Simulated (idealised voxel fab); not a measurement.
The process module that follows is named voxel capacitor over wiring.
The cross-section on display is named cut; it measures 235 nm wide, and its cells are 5 nm squares.
In what follows, cross-sections appear as grids of square cells, described through bands that run from the top down, where every band is one or more rows of cells. Look at the band entry: it leads with the top's height and the bottom's height in nm. Then it lists the materials left to right, with a width in nm for each. The word "throughout" on a single material says that material fills the band edge to edge. The word "empty" is empty space. Zero point of the height axis is 0; under it, received wafer = one material. Lowest band: continues down indefinitely, "top 0, no bottom". The expression "30 to 40" gives the width at the extremes of the band, the first number at its top row of cells and the second at its bottom row, with the width changing by equal amounts from each row to the next in between. Basically "no modification" means that step didn't change any cell in the cross-section. Listed in "Cavities, sealed": every empty space of 8 or more cells without an open way to the top. Form: width x height at distance, the distance being from the left edge, all in nm. Formally, on a step line, whatever follows the settings is a remark that the simulator itself makes on the step. When a step includes a mask, the "overlay nm" setting on its line states how far to the right of its planned place that mask lay, and negative values state how far to the left.

## Listed below are the process steps as planned
1 RECEIVE [material Si]
2 CONFORMAL_DEP [material SiO2] [thk nm 10]
3 CONFORMAL_DEP [material SiCN] [thk nm 5]
4 DIRECTIONAL_DEP [material SiO2] [thk nm 15]
5 DIRECTIONAL_DEP [material aC] [thk nm 15]
6 PATTERN [tone open] [mask id METAL_1] [material resist] [width nm 20] [pitch nm 80] [thk nm 35] [overlay nm 0]
7 DIRECTIONAL_ETCH [etch materials aC] [depth nm 15]
8 STRIP [etch materials resist]
9 DIRECTIONAL_ETCH [etch materials SiO2] [depth nm 15]
10 DIRECTIONAL_ETCH [etch materials SiCN] [depth nm 5]
11 STRIP [etch materials aC]
12 CONFORMAL_DEP [material TiN] [thk nm 5]
13 FILL_DEP [material Cu] [thk nm 5]
14 CMP [height nm 30]
15 CONFORMAL_DEP [material SiCN] [thk nm 5]
16 DIRECTIONAL_DEP [material SiO2] [thk nm 15]
17 PATTERN [tone open] [mask id PLUG_1] [material resist] [width nm 15] [thk nm 15] [overlay nm 0]
18 DIRECTIONAL_ETCH [etch materials SiO2] [depth nm 15]
19 DIRECTIONAL_ETCH [etch materials SiCN] [depth nm 5]
20 STRIP [etch materials resist]
21 CONFORMAL_DEP [material TiN] [thk nm 5]
22 FILL_DEP [material W] [thk nm 10]
23 CMP [height nm 50]
24 DIRECTIONAL_DEP [material TiN] [thk nm 10]
25 DIRECTIONAL_DEP [material HfO2] [thk nm 5]
26 DIRECTIONAL_DEP [material TiN] [thk nm 5]
27 PATTERN [tone cover] [mask id UPPER_PLATE] [material resist] [width nm 65] [thk nm 20] [overlay nm 0]
28 DIRECTIONAL_ETCH [etch materials TiN] [depth nm 5]
29 DIRECTIONAL_ETCH [etch materials HfO2] [depth nm 5]
30 STRIP [etch materials resist]
31 PATTERN [tone cover] [mask id LOWER_PLATE] [material resist] [width nm 75] [thk nm 20] [overlay nm 0]
32 DIRECTIONAL_ETCH [etch materials TiN] [depth nm 10]
33 STRIP [etch materials resist]
34 FILL_DEP [material SiO2] [thk nm 20]
35 CMP [height nm 85]
36 PATTERN [tone open] [mask id PLUG_2] [material resist] [width nm 15] [thk nm 15] [overlay nm 0]
37 DIRECTIONAL_ETCH [etch materials SiO2] [depth nm 15]
38 STRIP [etch materials resist]
39 CONFORMAL_DEP [material TiN] [thk nm 5]
40 FILL_DEP [material W] [thk nm 10]
41 CMP [height nm 85]
42 CONFORMAL_DEP [material SiN] [thk nm 5]

## First of two wafers, with the run carried out as planned

## Step 1 complete: cross-section of the wafer as received
top 0, no bottom  Si throughout
Cavities, sealed: none

## After step 2: wafer cross-section
top 10, bottom 0  SiO2 throughout
Everything under 0 stays put, no change at all.

## After step 3: wafer cross-section
top 15, bottom 10  SiCN throughout
Everything under 10 stays put, no change at all.

## After step 4: wafer cross-section
top 30, bottom 15  SiO2 throughout
Everything under 15 stays put, no change at all.

## After step 5: wafer cross-section
top 45, bottom 30  aC throughout
Everything under 30 stays put, no change at all.

## After step 6: wafer cross-section
top 80, bottom 45  65 of resist, 20 of empty, 60 of resist, 20 of empty, 70 of resist
Everything under 45 stays put, no change at all.

## After step 7: wafer cross-section
top 65, bottom 45  65 of resist, 20 of empty, 60 of resist, 20 of empty, 70 of resist
top 45, bottom 30  65 of aC, 20 of empty, 60 of aC, 20 of empty, 70 of aC
Everything under 30 stays put, no change at all.

## After step 8: wafer cross-section
top 45, bottom 30  65 of aC, 20 of empty, 60 of aC, 20 of empty, 70 of aC
Everything under 30 stays put, no change at all.

## After step 9: wafer cross-section
top 45, bottom 30  65 of aC, 20 of empty, 60 of aC, 20 of empty, 70 of aC
top 30, bottom 15  65 of SiO2, 20 of empty, 60 of SiO2, 20 of empty, 70 of SiO2
Everything under 15 stays put, no change at all.

## After step 10: wafer cross-section
top 45, bottom 30  65 of aC, 20 of empty, 60 of aC, 20 of empty, 70 of aC
top 30, bottom 15  65 of SiO2, 20 of empty, 60 of SiO2, 20 of empty, 70 of SiO2
top 15, bottom 10  65 of SiCN, 20 of empty, 60 of SiCN, 20 of empty, 70 of SiCN
Everything under 10 stays put, no change at all.

## After step 11: wafer cross-section
top 30, bottom 15  65 of SiO2, 20 of empty, 60 of SiO2, 20 of empty, 70 of SiO2
Everything under 15 stays put, no change at all.

## After step 12: wafer cross-section
top 35, bottom 30  70 of TiN, 10 of empty, 70 of TiN, 10 of empty, 75 of TiN
top 30, bottom 15  65 of SiO2, 5 of TiN, 10 of empty, 5 of TiN, 60 of SiO2, 5 of TiN, 10 of empty, 5 of TiN, 70 of SiO2
top 15, bottom 10  65 of SiCN, 20 of TiN, 60 of SiCN, 20 of TiN, 70 of SiCN
Everything under 10 stays put, no change at all.

## After step 13: wafer cross-section
top 40, bottom 35  Cu throughout
top 35, bottom 30  70 of TiN, 10 of Cu, 70 of TiN, 10 of Cu, 75 of TiN
top 30, bottom 15  65 of SiO2, 5 of TiN, 10 of Cu, 5 of TiN, 60 of SiO2, 5 of TiN, 10 of Cu, 5 of TiN, 70 of SiO2
Everything under 15 stays put, no change at all.

## After step 14: wafer cross-section
top 30, bottom 15  65 of SiO2, 5 of TiN, 10 of Cu, 5 of TiN, 60 of SiO2, 5 of TiN, 10 of Cu, 5 of TiN, 70 of SiO2
Everything under 15 stays put, no change at all.

## After step 15: wafer cross-section
top 35, bottom 30  SiCN throughout
Everything under 30 stays put, no change at all.

## After step 16: wafer cross-section
top 50, bottom 35  SiO2 throughout
Everything under 35 stays put, no change at all.

## After step 17: wafer cross-section
top 65, bottom 50  70 of resist, 15 of empty, 150 of resist
Everything under 50 stays put, no change at all.

## After step 18: wafer cross-section
top 65, bottom 50  70 of resist, 15 of empty, 150 of resist
top 50, bottom 35  70 of SiO2, 15 of empty, 150 of SiO2
Everything under 35 stays put, no change at all.

## After step 19: wafer cross-section
top 65, bottom 50  70 of resist, 15 of empty, 150 of resist
top 50, bottom 35  70 of SiO2, 15 of empty, 150 of SiO2
top 35, bottom 30  70 of SiCN, 15 of empty, 150 of SiCN
Everything under 30 stays put, no change at all.

## After step 20: wafer cross-section
top 50, bottom 35  70 of SiO2, 15 of empty, 150 of SiO2
Everything under 35 stays put, no change at all.

## After step 21: wafer cross-section
top 55, bottom 50  75 of TiN, 5 of empty, 155 of TiN
top 50, bottom 35  70 of SiO2, 5 of TiN, 5 of empty, 5 of TiN, 150 of SiO2
top 35, bottom 30  70 of SiCN, 15 of TiN, 150 of SiCN
Everything under 30 stays put, no change at all.

## After step 22: wafer cross-section
top 65, bottom 55  W throughout
top 55, bottom 50  75 of TiN, 5 of W, 155 of TiN
top 50, bottom 35  70 of SiO2, 5 of TiN, 5 of W, 5 of TiN, 150 of SiO2
Everything under 35 stays put, no change at all.

## After step 23: wafer cross-section
top 50, bottom 35  70 of SiO2, 5 of TiN, 5 of W, 5 of TiN, 150 of SiO2
Everything under 35 stays put, no change at all.

## After step 24: wafer cross-section
top 60, bottom 50  TiN throughout
Everything under 50 stays put, no change at all.

## After step 25: wafer cross-section
top 65, bottom 60  HfO2 throughout
Everything under 60 stays put, no change at all.

## After step 26: wafer cross-section
top 70, bottom 65  TiN throughout
Everything under 65 stays put, no change at all.

## After step 27: wafer cross-section
top 90, bottom 70  70 of empty, 65 of resist, 100 of empty
Everything under 70 stays put, no change at all.

## After step 28: wafer cross-section
top 90, bottom 70  70 of empty, 65 of resist, 100 of empty
top 70, bottom 65  70 of empty, 65 of TiN, 100 of empty
Everything under 65 stays put, no change at all.

## After step 29: wafer cross-section
top 90, bottom 70  70 of empty, 65 of resist, 100 of empty
top 70, bottom 65  70 of empty, 65 of TiN, 100 of empty
top 65, bottom 60  70 of empty, 65 of HfO2, 100 of empty
Everything under 60 stays put, no change at all.

## After step 30: wafer cross-section
top 70, bottom 65  70 of empty, 65 of TiN, 100 of empty
Everything under 65 stays put, no change at all.

## After step 31: wafer cross-section
top 90, bottom 70  65 of empty, 75 of resist, 95 of empty
top 70, bottom 65  65 of empty, 5 of resist, 65 of TiN, 5 of resist, 95 of empty
top 65, bottom 60  65 of empty, 5 of resist, 65 of HfO2, 5 of resist, 95 of empty
Everything under 60 stays put, no change at all.

## After step 32: wafer cross-section
top 90, bottom 70  65 of empty, 75 of resist, 95 of empty
top 70, bottom 65  65 of empty, 5 of resist, 65 of TiN, 5 of resist, 95 of empty
top 65, bottom 60  65 of empty, 5 of resist, 65 of HfO2, 5 of resist, 95 of empty
top 60, bottom 50  65 of empty, 75 of TiN, 95 of empty
Everything under 50 stays put, no change at all.

## After step 33: wafer cross-section
top 70, bottom 65  70 of empty, 65 of TiN, 100 of empty
top 65, bottom 60  70 of empty, 65 of HfO2, 100 of empty
Everything under 60 stays put, no change at all.

## After step 34: wafer cross-section
top 90, bottom 70  SiO2 throughout
top 70, bottom 65  70 of SiO2, 65 of TiN, 100 of SiO2
top 65, bottom 60  70 of SiO2, 65 of HfO2, 100 of SiO2
top 60, bottom 50  65 of SiO2, 75 of TiN, 95 of SiO2
Everything under 50 stays put, no change at all.

## After step 35: wafer cross-section
top 85, bottom 70  SiO2 throughout
Everything under 70 stays put, no change at all.

## After step 36: wafer cross-section
top 100, bottom 85  80 of resist, 15 of empty, 140 of resist
Everything under 85 stays put, no change at all.

## After step 37: wafer cross-section
top 100, bottom 85  80 of resist, 15 of empty, 140 of resist
top 85, bottom 70  80 of SiO2, 15 of empty, 140 of SiO2
Everything under 70 stays put, no change at all.

## After step 38: wafer cross-section
top 85, bottom 70  80 of SiO2, 15 of empty, 140 of SiO2
Everything under 70 stays put, no change at all.

## After step 39: wafer cross-section
top 90, bottom 85  85 of TiN, 5 of empty, 145 of TiN
top 85, bottom 75  80 of SiO2, 5 of TiN, 5 of empty, 5 of TiN, 140 of SiO2
top 75, bottom 65  80 to 70 of SiO2, 15 to 65 of TiN, 140 to 100 of SiO2
Everything under 65 stays put, no change at all.

## After step 40: wafer cross-section
top 100, bottom 90  W throughout
top 90, bottom 85  85 of TiN, 5 of W, 145 of TiN
top 85, bottom 75  80 of SiO2, 5 of TiN, 5 of W, 5 of TiN, 140 of SiO2
Everything under 75 stays put, no change at all.

## After step 41: wafer cross-section
top 85, bottom 75  80 of SiO2, 5 of TiN, 5 of W, 5 of TiN, 140 of SiO2
Everything under 75 stays put, no change at all.

## After step 42: wafer cross-section
top 90, bottom 85  SiN throughout
Everything under 85 stays put, no change at all.

## Here the second wafer is described. Its start and its plan were those of the first wafer. Its run contained one mistake. Up to and including step 14, it did exactly what the first wafer did

## What the second wafer looks like in cross-section when step 15 should have wrapped up
top 45, bottom 30  SiO2 throughout
Everything under 30 stays put, no change at all.

## What the second wafer looks like in cross-section when step 16 should have wrapped up
top 50, bottom 45  SiCN throughout
Everything under 45 stays put, no change at all.

## What the second wafer looks like in cross-section when step 17 should have wrapped up
top 65, bottom 50  70 of resist, 15 of empty, 150 of resist
Everything under 50 stays put, no change at all.

What the second wafer looks like in cross-section when step 18 should have wrapped up: no modification

## What the second wafer looks like in cross-section when step 19 should have wrapped up
top 65, bottom 50  70 of resist, 15 of empty, 150 of resist
top 50, bottom 45  70 of SiCN, 15 of empty, 150 of SiCN
Everything under 45 stays put, no change at all.

## What the second wafer looks like in cross-section when step 20 should have wrapped up
top 50, bottom 45  70 of SiCN, 15 of empty, 150 of SiCN
Everything under 45 stays put, no change at all.

## What the second wafer looks like in cross-section when step 21 should have wrapped up
top 55, bottom 50  75 of TiN, 5 of empty, 155 of TiN
top 50, bottom 45  70 of SiCN, 15 of TiN, 150 of SiCN
Everything under 45 stays put, no change at all.

## What the second wafer looks like in cross-section when step 22 should have wrapped up
top 65, bottom 55  W throughout
top 55, bottom 50  75 of TiN, 5 of W, 155 of TiN
Everything under 50 stays put, no change at all.

## What the second wafer looks like in cross-section when step 23 should have wrapped up
top 50, bottom 45  70 of SiCN, 15 of TiN, 150 of SiCN
Everything under 45 stays put, no change at all.

## What the second wafer looks like in cross-section when step 24 should have wrapped up
top 60, bottom 50  TiN throughout
Everything under 50 stays put, no change at all.

## What the second wafer looks like in cross-section when step 25 should have wrapped up
top 65, bottom 60  HfO2 throughout
Everything under 60 stays put, no change at all.

## What the second wafer looks like in cross-section when step 26 should have wrapped up
top 70, bottom 65  TiN throughout
Everything under 65 stays put, no change at all.

## What the second wafer looks like in cross-section when step 27 should have wrapped up
top 90, bottom 70  70 of empty, 65 of resist, 100 of empty
Everything under 70 stays put, no change at all.

## What the second wafer looks like in cross-section when step 28 should have wrapped up
top 90, bottom 70  70 of empty, 65 of resist, 100 of empty
top 70, bottom 65  70 of empty, 65 of TiN, 100 of empty
Everything under 65 stays put, no change at all.

## What the second wafer looks like in cross-section when step 29 should have wrapped up
top 90, bottom 70  70 of empty, 65 of resist, 100 of empty
top 70, bottom 65  70 of empty, 65 of TiN, 100 of empty
top 65, bottom 60  70 of empty, 65 of HfO2, 100 of empty
Everything under 60 stays put, no change at all.

## What the second wafer looks like in cross-section when step 30 should have wrapped up
top 70, bottom 65  70 of empty, 65 of TiN, 100 of empty
Everything under 65 stays put, no change at all.

## What the second wafer looks like in cross-section when step 31 should have wrapped up
top 90, bottom 70  65 of empty, 75 of resist, 95 of empty
top 70, bottom 65  65 of empty, 5 of resist, 65 of TiN, 5 of resist, 95 of empty
top 65, bottom 60  65 of empty, 5 of resist, 65 of HfO2, 5 of resist, 95 of empty
Everything under 60 stays put, no change at all.

## What the second wafer looks like in cross-section when step 32 should have wrapped up
top 90, bottom 70  65 of empty, 75 of resist, 95 of empty
top 70, bottom 65  65 of empty, 5 of resist, 65 of TiN, 5 of resist, 95 of empty
top 65, bottom 60  65 of empty, 5 of resist, 65 of HfO2, 5 of resist, 95 of empty
top 60, bottom 50  65 of empty, 75 of TiN, 95 of empty
Everything under 50 stays put, no change at all.

## What the second wafer looks like in cross-section when step 33 should have wrapped up
top 70, bottom 65  70 of empty, 65 of TiN, 100 of empty
top 65, bottom 60  70 of empty, 65 of HfO2, 100 of empty
Everything under 60 stays put, no change at all.

## What the second wafer looks like in cross-section when step 34 should have wrapped up
top 90, bottom 70  SiO2 throughout
top 70, bottom 65  70 of SiO2, 65 of TiN, 100 of SiO2
top 65, bottom 60  70 of SiO2, 65 of HfO2, 100 of SiO2
top 60, bottom 50  65 of SiO2, 75 of TiN, 95 of SiO2
Everything under 50 stays put, no change at all.

## What the second wafer looks like in cross-section when step 35 should have wrapped up
top 85, bottom 70  SiO2 throughout
Everything under 70 stays put, no change at all.

## What the second wafer looks like in cross-section when step 36 should have wrapped up
top 100, bottom 85  80 of resist, 15 of empty, 140 of resist
Everything under 85 stays put, no change at all.

## What the second wafer looks like in cross-section when step 37 should have wrapped up
top 100, bottom 85  80 of resist, 15 of empty, 140 of resist
top 85, bottom 70  80 of SiO2, 15 of empty, 140 of SiO2
Everything under 70 stays put, no change at all.

## What the second wafer looks like in cross-section when step 38 should have wrapped up
top 85, bottom 70  80 of SiO2, 15 of empty, 140 of SiO2
Everything under 70 stays put, no change at all.

## What the second wafer looks like in cross-section when step 39 should have wrapped up
top 90, bottom 85  85 of TiN, 5 of empty, 145 of TiN
top 85, bottom 75  80 of SiO2, 5 of TiN, 5 of empty, 5 of TiN, 140 of SiO2
top 75, bottom 65  80 to 70 of SiO2, 15 to 65 of TiN, 140 to 100 of SiO2
Everything under 65 stays put, no change at all.

## What the second wafer looks like in cross-section when step 40 should have wrapped up
top 100, bottom 90  W throughout
top 90, bottom 85  85 of TiN, 5 of W, 145 of TiN
top 85, bottom 75  80 of SiO2, 5 of TiN, 5 of W, 5 of TiN, 140 of SiO2
Everything under 75 stays put, no change at all.

## What the second wafer looks like in cross-section when step 41 should have wrapped up
top 85, bottom 75  80 of SiO2, 5 of TiN, 5 of W, 5 of TiN, 140 of SiO2
Everything under 75 stays put, no change at all.

## What the second wafer looks like in cross-section when step 42 should have wrapped up
top 90, bottom 85  SiN throughout
Everything under 85 stays put, no change at all.
Here's what went sideways: contrary to the plan, steps 15 and 16 were processed in exchanged order
The closing comparison, in cells, has the second wafer with more or fewer of some materials than the first: 9 more of SiO2, 6 fewer of TiN, 3 fewer of W
